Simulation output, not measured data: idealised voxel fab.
Module name: voxel self aligned vias (process module)
This is section cut - it's 290 nm across, gridded in 5 nm square cells.
We lay out every cross-section as a grid of square cells and spell it out in bands from the top down, where one band means one or more rows of cells.
Band: top and bottom heights (nm) first, top before bottom; then materials from left to right, widths in nm. "everywhere" marks a sole material filling the band edge to edge. "blank" denotes empty space.
Where do heights start? At 0: under that level the wafer as delivered is made of one material only. And the lowest band has no floor; it just carries on downward, as in "0 and below".
The two numbers in a width such as "30 to 40" mark its ends across the band: the first belongs to the top row of cells, the second to the bottom row, and from each row to the next the width moves by the same amount.
Given "remained the same" for a step, no cell of the cross-section differs between before and after that step.
Enclosed voids (no open way to top), threshold 8 cells or more, entry "Closed-off voids", notation width x height at distance, distance from left edge, nm.
Whatever follows a step's settings on its line is a remark the simulator itself makes about that step.
Each step line may optionally specify "overlay nm", which for a step with a mask gives the rightward distance between the mask's planned place and where it lay, a negative value indicating the leftward direction.
### Here's what the planned process steps look like
1) op RECEIVE | material Si
2) op CONFORMAL_DEP | material SiO2 | thk nm 15
3) op CONFORMAL_DEP | material SiCN | thk nm 5
4) op DIRECTIONAL_DEP | material SiO2 | thk nm 20
5) op PATTERN | tone open | mask id LINES | material resist | width nm 25 | pitch nm 55 | thk nm 15 | overlay nm 0
6) op DIRECTIONAL_ETCH | etch materials SiO2 | depth nm 20
7) op STRIP | etch materials resist
8) op CONFORMAL_DEP | material TiN | thk nm 5
9) op FILL_DEP | material Ru | thk nm 5
10) op CMP | height nm 40
11) op SELECTIVE_ETCH | etch materials W Ru TiN | depth nm 10
12) op FILL_DEP | material SiN | thk nm 10
13) op CMP | height nm 40
14) op DIRECTIONAL_DEP | material SiO2 | thk nm 15
15) op DIRECTIONAL_DEP | material aC | thk nm 15
16) op PATTERN | tone open | mask id VIAS | material resist | width nm 35 | pitch nm 55 | thk nm 35 | overlay nm 0
17) op DIRECTIONAL_ETCH | etch materials aC | depth nm 15
18) op STRIP | etch materials resist
19) op DIRECTIONAL_ETCH | etch materials SiO2 | depth nm 15
20) op DIRECTIONAL_ETCH | etch materials SiN | depth nm 10
21) op STRIP | etch materials aC
22) op CONFORMAL_DEP | material TiN | thk nm 5
23) op FILL_DEP | material Ru | thk nm 5
24) op CMP | height nm 55
25) op CONFORMAL_DEP | material SiCN | thk nm 5
### First wafer out of two, processed as planned
### Wafer cross-section on receipt, i.e. after step 1
- 0 and below | Si everywhere
- Closed-off voids: none
### The wafer, seen in cross-section, after step 2
- 15 down to 0 | SiO2 everywhere
- For the remainder of the cross-section, below 0, there is no change.
### The wafer, seen in cross-section, after step 3
- 20 down to 15 | SiCN everywhere
- For the remainder of the cross-section, below 15, there is no change.
### The wafer, seen in cross-section, after step 4
- 40 down to 20 | SiO2 everywhere
- For the remainder of the cross-section, below 20, there is no change.
### The wafer, seen in cross-section, after step 5
- 55 down to 40 | resist 105 nm | blank 25 nm | resist 30 nm | blank 25 nm | resist 105 nm
- For the remainder of the cross-section, below 40, there is no change.
### The wafer, seen in cross-section, after step 6
- 55 down to 40 | resist 105 nm | blank 25 nm | resist 30 nm | blank 25 nm | resist 105 nm
- 40 down to 20 | SiO2 105 nm | blank 25 nm | SiO2 30 nm | blank 25 nm | SiO2 105 nm
- For the remainder of the cross-section, below 20, there is no change.
### The wafer, seen in cross-section, after step 7
- 40 down to 20 | SiO2 105 nm | blank 25 nm | SiO2 30 nm | blank 25 nm | SiO2 105 nm
- For the remainder of the cross-section, below 20, there is no change.
### The wafer, seen in cross-section, after step 8
- 45 down to 40 | TiN 110 nm | blank 15 nm | TiN 40 nm | blank 15 nm | TiN 110 nm
- 40 down to 25 | SiO2 105 nm | TiN 5 nm | blank 15 nm | TiN 5 nm | SiO2 30 nm | TiN 5 nm | blank 15 nm | TiN 5 nm | SiO2 105 nm
- 25 down to 20 | SiO2 105 nm | TiN 25 nm | SiO2 30 nm | TiN 25 nm | SiO2 105 nm
- For the remainder of the cross-section, below 20, there is no change.
### The wafer, seen in cross-section, after step 9
- 50 down to 45 | Ru everywhere
- 45 down to 40 | TiN 110 nm | Ru 15 nm | TiN 40 nm | Ru 15 nm | TiN 110 nm
- 40 down to 25 | SiO2 105 nm | TiN 5 nm | Ru 15 nm | TiN 5 nm | SiO2 30 nm | TiN 5 nm | Ru 15 nm | TiN 5 nm | SiO2 105 nm
- For the remainder of the cross-section, below 25, there is no change.
### The wafer, seen in cross-section, after step 10
- 40 down to 25 | SiO2 105 nm | TiN 5 nm | Ru 15 nm | TiN 5 nm | SiO2 30 nm | TiN 5 nm | Ru 15 nm | TiN 5 nm | SiO2 105 nm
- For the remainder of the cross-section, below 25, there is no change.
### The wafer, seen in cross-section, after step 11
- 40 down to 30 | SiO2 105 nm | blank 25 nm | SiO2 30 nm | blank 25 nm | SiO2 105 nm
- For the remainder of the cross-section, below 30, there is no change.
### The wafer, seen in cross-section, after step 12
- 50 down to 40 | SiN everywhere
- 40 down to 30 | SiO2 105 nm | SiN 25 nm | SiO2 30 nm | SiN 25 nm | SiO2 105 nm
- For the remainder of the cross-section, below 30, there is no change.
### The wafer, seen in cross-section, after step 13
- 40 down to 30 | SiO2 105 nm | SiN 25 nm | SiO2 30 nm | SiN 25 nm | SiO2 105 nm
- For the remainder of the cross-section, below 30, there is no change.
### The wafer, seen in cross-section, after step 14
- 55 down to 40 | SiO2 everywhere
- For the remainder of the cross-section, below 40, there is no change.
### The wafer, seen in cross-section, after step 15
- 70 down to 55 | aC everywhere
- For the remainder of the cross-section, below 55, there is no change.
### The wafer, seen in cross-section, after step 16
- 105 down to 70 | resist 100 nm | blank 35 nm | resist 20 nm | blank 35 nm | resist 100 nm
- For the remainder of the cross-section, below 70, there is no change.
### The wafer, seen in cross-section, after step 17
- 90 down to 70 | resist 100 nm | blank 35 nm | resist 20 nm | blank 35 nm | resist 100 nm
- 70 down to 55 | aC 100 nm | blank 35 nm | aC 20 nm | blank 35 nm | aC 100 nm
- For the remainder of the cross-section, below 55, there is no change.
### The wafer, seen in cross-section, after step 18
- 70 down to 55 | aC 100 nm | blank 35 nm | aC 20 nm | blank 35 nm | aC 100 nm
- For the remainder of the cross-section, below 55, there is no change.
### The wafer, seen in cross-section, after step 19
- 70 down to 55 | aC 100 nm | blank 35 nm | aC 20 nm | blank 35 nm | aC 100 nm
- 55 down to 40 | SiO2 100 nm | blank 35 nm | SiO2 20 nm | blank 35 nm | SiO2 100 nm
- For the remainder of the cross-section, below 40, there is no change.
### The wafer, seen in cross-section, after step 20
- 70 down to 55 | aC 100 nm | blank 35 nm | aC 20 nm | blank 35 nm | aC 100 nm
- 55 down to 40 | SiO2 100 nm | blank 35 nm | SiO2 20 nm | blank 35 nm | SiO2 100 nm
- 40 down to 30 | SiO2 105 nm | blank 25 nm | SiO2 30 nm | blank 25 nm | SiO2 105 nm
- For the remainder of the cross-section, below 30, there is no change.
### The wafer, seen in cross-section, after step 21
- 55 down to 40 | SiO2 100 nm | blank 35 nm | SiO2 20 nm | blank 35 nm | SiO2 100 nm
- For the remainder of the cross-section, below 40, there is no change.
### The wafer, seen in cross-section, after step 22
- 60 down to 55 | TiN 105 nm | blank 25 nm | TiN 30 nm | blank 25 nm | TiN 105 nm
- 55 down to 45 | SiO2 100 nm | TiN 5 nm | blank 25 nm | TiN 5 nm | SiO2 20 nm | TiN 5 nm | blank 25 nm | TiN 5 nm | SiO2 100 nm
- 45 down to 35 | SiO2 100 to 105 nm | TiN 10 to 5 nm | blank 15 nm | TiN 10 to 5 nm | SiO2 20 to 30 nm | TiN 10 to 5 nm | blank 15 nm | TiN 10 to 5 nm | SiO2 100 to 105 nm
- 35 down to 30 | SiO2 105 nm | TiN 25 nm | SiO2 30 nm | TiN 25 nm | SiO2 105 nm
- For the remainder of the cross-section, below 30, there is no change.
### The wafer, seen in cross-section, after step 23
- 65 down to 60 | Ru everywhere
- 60 down to 55 | TiN 105 nm | Ru 25 nm | TiN 30 nm | Ru 25 nm | TiN 105 nm
- 55 down to 45 | SiO2 100 nm | TiN 5 nm | Ru 25 nm | TiN 5 nm | SiO2 20 nm | TiN 5 nm | Ru 25 nm | TiN 5 nm | SiO2 100 nm
- 45 down to 35 | SiO2 100 to 105 nm | TiN 10 to 5 nm | Ru 15 nm | TiN 10 to 5 nm | SiO2 20 to 30 nm | TiN 10 to 5 nm | Ru 15 nm | TiN 10 to 5 nm | SiO2 100 to 105 nm
- For the remainder of the cross-section, below 35, there is no change.
### The wafer, seen in cross-section, after step 24
- 55 down to 45 | SiO2 100 nm | TiN 5 nm | Ru 25 nm | TiN 5 nm | SiO2 20 nm | TiN 5 nm | Ru 25 nm | TiN 5 nm | SiO2 100 nm
- For the remainder of the cross-section, below 45, there is no change.
### The wafer, seen in cross-section, after step 25
- 60 down to 55 | SiCN everywhere
- For the remainder of the cross-section, below 55, there is no change.
### second wafer: like start, like plan, one mistake. Through step 4 it matches the first wafer
### Cross-section of the second wafer when, according to plan, step 5 should have finished
- 55 down to 40 | blank 105 nm | resist 25 nm | blank 30 nm | resist 25 nm | blank 105 nm
- For the remainder of the cross-section, below 40, there is no change.
### Cross-section of the second wafer when, according to plan, step 6 should have finished
- 55 down to 40 | blank 105 nm | resist 25 nm | blank 30 nm | resist 25 nm | blank 105 nm
- 40 down to 20 | blank 105 nm | SiO2 25 nm | blank 30 nm | SiO2 25 nm | blank 105 nm
- For the remainder of the cross-section, below 20, there is no change.
### Cross-section of the second wafer when, according to plan, step 7 should have finished
- 40 down to 20 | blank 105 nm | SiO2 25 nm | blank 30 nm | SiO2 25 nm | blank 105 nm
- For the remainder of the cross-section, below 20, there is no change.
### Cross-section of the second wafer when, according to plan, step 8 should have finished
- 45 down to 40 | blank 100 nm | TiN 35 nm | blank 20 nm | TiN 35 nm | blank 100 nm
- 40 down to 25 | blank 100 nm | TiN 5 nm | SiO2 25 nm | TiN 5 nm | blank 20 nm | TiN 5 nm | SiO2 25 nm | TiN 5 nm | blank 100 nm
- 25 down to 20 | TiN 105 nm | SiO2 25 nm | TiN 30 nm | SiO2 25 nm | TiN 105 nm
- For the remainder of the cross-section, below 20, there is no change.
### Cross-section of the second wafer when, according to plan, step 9 should have finished
- 50 down to 45 | Ru everywhere
- 45 down to 40 | Ru 100 nm | TiN 35 nm | Ru 20 nm | TiN 35 nm | Ru 100 nm
- 40 down to 25 | Ru 100 nm | TiN 5 nm | SiO2 25 nm | TiN 5 nm | Ru 20 nm | TiN 5 nm | SiO2 25 nm | TiN 5 nm | Ru 100 nm
- For the remainder of the cross-section, below 25, there is no change.
### Cross-section of the second wafer when, according to plan, step 10 should have finished
- 40 down to 25 | Ru 100 nm | TiN 5 nm | SiO2 25 nm | TiN 5 nm | Ru 20 nm | TiN 5 nm | SiO2 25 nm | TiN 5 nm | Ru 100 nm
- For the remainder of the cross-section, below 25, there is no change.
### Cross-section of the second wafer when, according to plan, step 11 should have finished
- 40 down to 30 | blank 105 nm | SiO2 25 nm | blank 30 nm | SiO2 25 nm | blank 105 nm
- For the remainder of the cross-section, below 30, there is no change.
### Cross-section of the second wafer when, according to plan, step 12 should have finished
- 50 down to 40 | SiN everywhere
- 40 down to 30 | SiN 105 nm | SiO2 25 nm | SiN 30 nm | SiO2 25 nm | SiN 105 nm
- For the remainder of the cross-section, below 30, there is no change.
### Cross-section of the second wafer when, according to plan, step 13 should have finished
- 40 down to 30 | SiN 105 nm | SiO2 25 nm | SiN 30 nm | SiO2 25 nm | SiN 105 nm
- For the remainder of the cross-section, below 30, there is no change.
### Cross-section of the second wafer when, according to plan, step 14 should have finished
- 55 down to 40 | SiO2 everywhere
- For the remainder of the cross-section, below 40, there is no change.
### Cross-section of the second wafer when, according to plan, step 15 should have finished
- 70 down to 55 | aC everywhere
- For the remainder of the cross-section, below 55, there is no change.
### Cross-section of the second wafer when, according to plan, step 16 should have finished
- 105 down to 70 | resist 100 nm | blank 35 nm | resist 20 nm | blank 35 nm | resist 100 nm
- For the remainder of the cross-section, below 70, there is no change.
### Cross-section of the second wafer when, according to plan, step 17 should have finished
- 90 down to 70 | resist 100 nm | blank 35 nm | resist 20 nm | blank 35 nm | resist 100 nm
- 70 down to 55 | aC 100 nm | blank 35 nm | aC 20 nm | blank 35 nm | aC 100 nm
- For the remainder of the cross-section, below 55, there is no change.
### Cross-section of the second wafer when, according to plan, step 18 should have finished
- 70 down to 55 | aC 100 nm | blank 35 nm | aC 20 nm | blank 35 nm | aC 100 nm
- For the remainder of the cross-section, below 55, there is no change.
### Cross-section of the second wafer when, according to plan, step 19 should have finished
- 70 down to 55 | aC 100 nm | blank 35 nm | aC 20 nm | blank 35 nm | aC 100 nm
- 55 down to 40 | SiO2 100 nm | blank 35 nm | SiO2 20 nm | blank 35 nm | SiO2 100 nm
- For the remainder of the cross-section, below 40, there is no change.
### Cross-section of the second wafer when, according to plan, step 20 should have finished
- 70 down to 55 | aC 100 nm | blank 35 nm | aC 20 nm | blank 35 nm | aC 100 nm
- 55 down to 40 | SiO2 100 nm | blank 35 nm | SiO2 20 nm | blank 35 nm | SiO2 100 nm
- 40 down to 30 | SiN 100 nm | blank 5 nm | SiO2 25 nm | blank 5 nm | SiN 20 nm | blank 5 nm | SiO2 25 nm | blank 5 nm | SiN 100 nm
- For the remainder of the cross-section, below 30, there is no change.
### Cross-section of the second wafer when, according to plan, step 21 should have finished
- 55 down to 40 | SiO2 100 nm | blank 35 nm | SiO2 20 nm | blank 35 nm | SiO2 100 nm
- For the remainder of the cross-section, below 40, there is no change.
### Cross-section of the second wafer when, according to plan, step 22 should have finished
- 60 down to 55 | TiN 105 nm | blank 25 nm | TiN 30 nm | blank 25 nm | TiN 105 nm
- 55 down to 45 | SiO2 100 nm | TiN 5 nm | blank 25 nm | TiN 5 nm | SiO2 20 nm | TiN 5 nm | blank 25 nm | TiN 5 nm | SiO2 100 nm
- 45 down to 40 | SiO2 100 nm | TiN 35 nm | SiO2 20 nm | TiN 35 nm | SiO2 100 nm
- 40 down to 30 | SiN 100 nm | TiN 5 nm | SiO2 25 nm | TiN 5 nm | SiN 20 nm | TiN 5 nm | SiO2 25 nm | TiN 5 nm | SiN 100 nm
- For the remainder of the cross-section, below 30, there is no change.
### Cross-section of the second wafer when, according to plan, step 23 should have finished
- 65 down to 60 | Ru everywhere
- 60 down to 55 | TiN 105 nm | Ru 25 nm | TiN 30 nm | Ru 25 nm | TiN 105 nm
- 55 down to 45 | SiO2 100 nm | TiN 5 nm | Ru 25 nm | TiN 5 nm | SiO2 20 nm | TiN 5 nm | Ru 25 nm | TiN 5 nm | SiO2 100 nm
- For the remainder of the cross-section, below 45, there is no change.
### Cross-section of the second wafer when, according to plan, step 24 should have finished
- 55 down to 45 | SiO2 100 nm | TiN 5 nm | Ru 25 nm | TiN 5 nm | SiO2 20 nm | TiN 5 nm | Ru 25 nm | TiN 5 nm | SiO2 100 nm
- For the remainder of the cross-section, below 45, there is no change.
### Cross-section of the second wafer when, according to plan, step 25 should have finished
- 60 down to 55 | SiCN everywhere
- For the remainder of the cross-section, below 55, there is no change.
Deviation noted in wafer processing: it should be noted that step 5 was executed with settings other than those planned, the operation and settings actually applied being op PATTERN | tone cover | mask id LINES | material resist | width nm 25 | pitch nm 55 | thk nm 15 | overlay nm 0
The second wafer ends with more or fewer cells of some materials than the first, per final count: Ru: 26 more, SiN: 88 more, SiO2: 152 fewer, TiN: 38 more
